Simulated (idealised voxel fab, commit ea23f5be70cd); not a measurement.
Name of the process module below: voxel air gaps
We display cut, a cross-section 290 nm in width whose square cells are each 5 nm.
Reading order for cross-sections: top band down to bottom band. Underlying form: a grid of square cells. Band size: one or more rows of cells.
Top height, bottom height, nm. Materials left to right, width each, nm. Single material + "full width" = fills band edge to edge. "air" = empty.
Convention: height 0 is the level below which the wafer, as received, is all one material. The lowest band does not terminate at the bottom but continues downward, represented as "0 and below".
The width entry "30->40" should be interpreted row by row: the top row of cells in the band takes the first number, the bottom row takes the second number, and the change between adjacent rows is uniform throughout.
Basically "all unchanged" means that step didn't change any cell in the cross-section.
Each empty space that has no open way to the top and spans at least 8 cells appears under "Cavities, closed" as width x height at distance, the distance counted from the left edge, all in nm.
Text after the settings on a step's line: the simulator's own remark on that step.
For masked steps, "overlay nm" on the step line gives how far right of plan the mask actually lay; a minus sign means it lay to the left.
# plan
1) RECEIVE: material Si
2) CONFORMAL_DEP: material SiO2, thk nm 15
3) CONFORMAL_DEP: material SiN, thk nm 5
4) DIRECTIONAL_DEP: material SiO2, thk nm 40
5) PATTERN: tone open, mask id LINES, material resist, width nm 25, pitch nm 50, thk nm 15, overlay nm 0
6) DIRECTIONAL_ETCH: etch materials SiO2, depth nm 40
7) STRIP: etch materials resist
8) CONFORMAL_DEP: material TiN, thk nm 5
9) FILL_DEP: material Ru, thk nm 5
10) CMP: height nm 60
11) EPI: material Ru, thk nm 10
12) SELECTIVE_ETCH: etch materials SiO2, depth nm 50
13) CONFORMAL_DEP: material SiCN, thk nm 5
# The first of the two wafers, which ran as planned
# Cross-section of the wafer at receipt, which is the condition after step 1
* 0 and below | Si full width
* Cavities, closed: none
# Presented here is a cross-section of the wafer after step 2 has been performed
* 15 down to 0 | SiO2 full width
* At heights below 0, the structure remains unaltered.
# Presented here is a cross-section of the wafer after step 3 has been performed
* 20 down to 15 | SiN full width
* At heights below 15, the structure remains unaltered.
# Presented here is a cross-section of the wafer after step 4 has been performed
* 60 down to 20 | SiO2 full width
* At heights below 20, the structure remains unaltered.
# Presented here is a cross-section of the wafer after step 5 has been performed
* 75 down to 60 | resist: 80; air: 25; resist: 25; air: 25; resist: 25; air: 25; resist: 85
* At heights below 60, the structure remains unaltered.
# Presented here is a cross-section of the wafer after step 6 has been performed
* 75 down to 60 | resist: 80; air: 25; resist: 25; air: 25; resist: 25; air: 25; resist: 85
* 60 down to 20 | SiO2: 80; air: 25; SiO2: 25; air: 25; SiO2: 25; air: 25; SiO2: 85
* At heights below 20, the structure remains unaltered.
# Presented here is a cross-section of the wafer after step 7 has been performed
* 60 down to 20 | SiO2: 80; air: 25; SiO2: 25; air: 25; SiO2: 25; air: 25; SiO2: 85
* At heights below 20, the structure remains unaltered.
# Presented here is a cross-section of the wafer after step 8 has been performed
* 65 down to 60 | TiN: 85; air: 15; TiN: 35; air: 15; TiN: 35; air: 15; TiN: 90
* 60 down to 25 | SiO2: 80; TiN: 5; air: 15; TiN: 5; SiO2: 25; TiN: 5; air: 15; TiN: 5; SiO2: 25; TiN: 5; air: 15; TiN: 5; SiO2: 85
* 25 down to 20 | SiO2: 80; TiN: 25; SiO2: 25; TiN: 25; SiO2: 25; TiN: 25; SiO2: 85
* At heights below 20, the structure remains unaltered.
# Presented here is a cross-section of the wafer after step 9 has been performed
* 70 down to 65 | Ru full width
* 65 down to 60 | TiN: 85; Ru: 15; TiN: 35; Ru: 15; TiN: 35; Ru: 15; TiN: 90
* 60 down to 25 | SiO2: 80; TiN: 5; Ru: 15; TiN: 5; SiO2: 25; TiN: 5; Ru: 15; TiN: 5; SiO2: 25; TiN: 5; Ru: 15; TiN: 5; SiO2: 85
* At heights below 25, the structure remains unaltered.
# Presented here is a cross-section of the wafer after step 10 has been performed
* 60 down to 25 | SiO2: 80; TiN: 5; Ru: 15; TiN: 5; SiO2: 25; TiN: 5; Ru: 15; TiN: 5; SiO2: 25; TiN: 5; Ru: 15; TiN: 5; SiO2: 85
* At heights below 25, the structure remains unaltered.
# Presented here is a cross-section of the wafer after step 11 has been performed
* 70 down to 60 | air: 70; Ru: 45; air: 5; Ru: 45; air: 5; Ru: 45; air: 75
* At heights below 60, the structure remains unaltered.
# Presented here is a cross-section of the wafer after step 12 has been performed
* 70 down to 60 | air: 70; Ru: 45; air: 5; Ru: 45; air: 5; Ru: 45; air: 75
* 60 down to 25 | air: 80; TiN: 5; Ru: 15; TiN: 5; air: 25; TiN: 5; Ru: 15; TiN: 5; air: 25; TiN: 5; Ru: 15; TiN: 5; air: 85
* 25 down to 20 | air: 80; TiN: 25; air: 25; TiN: 25; air: 25; TiN: 25; air: 85
* At heights below 20, the structure remains unaltered.
# Presented here is a cross-section of the wafer after step 13 has been performed
* 75 down to 70 | air: 65; SiCN: 155; air: 70
* 70 down to 60 | air: 65; SiCN: 5; Ru: 45; SiCN: 5; Ru: 45; SiCN: 5; Ru: 45; SiCN: 5; air: 70
* 60 down to 55 | air: 65; SiCN: 15; TiN: 5; Ru: 15; TiN: 5; SiCN: 25; TiN: 5; Ru: 15; TiN: 5; SiCN: 25; TiN: 5; Ru: 15; TiN: 5; SiCN: 15; air: 70
* 55 down to 25 | air: 75; SiCN: 5; TiN: 5; Ru: 15; TiN: 5; SiCN: 5; air: 15; SiCN: 5; TiN: 5; Ru: 15; TiN: 5; SiCN: 5; air: 15; SiCN: 5; TiN: 5; Ru: 15; TiN: 5; SiCN: 5; air: 80
* 25 down to 20 | SiCN: 80; TiN: 25; SiCN: 25; TiN: 25; SiCN: 25; TiN: 25; SiCN: 85
* At heights below 20, the structure remains unaltered.
* Cavities, closed: 15 x 30 at 110; 15 x 30 at 160
# Second wafer - shared start and plan with the first - one error in running - same as the first up to step 4 inclusive
# The second wafer in cross-section, at the planned close of step 5
* 75 down to 60 | resist: 80; air: 30; resist: 20; air: 30; resist: 20; air: 30; resist: 80
* At heights below 60, the structure remains unaltered.
# The second wafer in cross-section, at the planned close of step 6
* 75 down to 60 | resist: 80; air: 30; resist: 20; air: 30; resist: 20; air: 30; resist: 80
* 60 down to 20 | SiO2: 80; air: 30; SiO2: 20; air: 30; SiO2: 20; air: 30; SiO2: 80
* At heights below 20, the structure remains unaltered.
# The second wafer in cross-section, at the planned close of step 7
* 60 down to 20 | SiO2: 80; air: 30; SiO2: 20; air: 30; SiO2: 20; air: 30; SiO2: 80
* At heights below 20, the structure remains unaltered.
# The second wafer in cross-section, at the planned close of step 8
* 65 down to 60 | TiN: 85; air: 20; TiN: 30; air: 20; TiN: 30; air: 20; TiN: 85
* 60 down to 25 | SiO2: 80; TiN: 5; air: 20; TiN: 5; SiO2: 20; TiN: 5; air: 20; TiN: 5; SiO2: 20; TiN: 5; air: 20; TiN: 5; SiO2: 80
* 25 down to 20 | SiO2: 80; TiN: 30; SiO2: 20; TiN: 30; SiO2: 20; TiN: 30; SiO2: 80
* At heights below 20, the structure remains unaltered.
# The second wafer in cross-section, at the planned close of step 9
* 70 down to 65 | Ru full width
* 65 down to 60 | TiN: 85; Ru: 20; TiN: 30; Ru: 20; TiN: 30; Ru: 20; TiN: 85
* 60 down to 25 | SiO2: 80; TiN: 5; Ru: 20; TiN: 5; SiO2: 20; TiN: 5; Ru: 20; TiN: 5; SiO2: 20; TiN: 5; Ru: 20; TiN: 5; SiO2: 80
* At heights below 25, the structure remains unaltered.
# The second wafer in cross-section, at the planned close of step 10
* 60 down to 25 | SiO2: 80; TiN: 5; Ru: 20; TiN: 5; SiO2: 20; TiN: 5; Ru: 20; TiN: 5; SiO2: 20; TiN: 5; Ru: 20; TiN: 5; SiO2: 80
* At heights below 25, the structure remains unaltered.
# The second wafer in cross-section, at the planned close of step 11
* 70 down to 60 | air: 70; Ru: 150; air: 70
* At heights below 60, the structure remains unaltered.
# The second wafer in cross-section, at the planned close of step 12
* 70 down to 60 | air: 70; Ru: 150; air: 70
* 60 down to 25 | air: 80; TiN: 5; Ru: 20; TiN: 5; SiO2: 20; TiN: 5; Ru: 20; TiN: 5; SiO2: 20; TiN: 5; Ru: 20; TiN: 5; air: 80
* 25 down to 20 | air: 80; TiN: 30; SiO2: 20; TiN: 30; SiO2: 20; TiN: 30; air: 80
* At heights below 20, the structure remains unaltered.
# The second wafer in cross-section, at the planned close of step 13
* 75 down to 70 | air: 65; SiCN: 160; air: 65
* 70 down to 60 | air: 65; SiCN: 5; Ru: 150; SiCN: 5; air: 65
* 60 down to 55 | air: 65; SiCN: 15; TiN: 5; Ru: 20; TiN: 5; SiO2: 20; TiN: 5; Ru: 20; TiN: 5; SiO2: 20; TiN: 5; Ru: 20; TiN: 5; SiCN: 15; air: 65
* 55 down to 25 | air: 75; SiCN: 5; TiN: 5; Ru: 20; TiN: 5; SiO2: 20; TiN: 5; Ru: 20; TiN: 5; SiO2: 20; TiN: 5; Ru: 20; TiN: 5; SiCN: 5; air: 75
* 25 down to 20 | SiCN: 80; TiN: 30; SiO2: 20; TiN: 30; SiO2: 20; TiN: 30; SiCN: 80
* At heights below 20, the structure remains unaltered.
Which mistake was made when the wafer was run? off-plan run, step 5, actual operation and settings PATTERN: tone open, mask id LINES, material resist, width nm 30, pitch nm 50, thk nm 15, overlay nm 0
Final wafer comparison in cells, second versus first, more or fewer per material: Ru +27 | SiCN -48 | SiO2 +64 | TiN +3
Final observation: first wafer, 2 closed voids; second wafer, 0 closed voids.
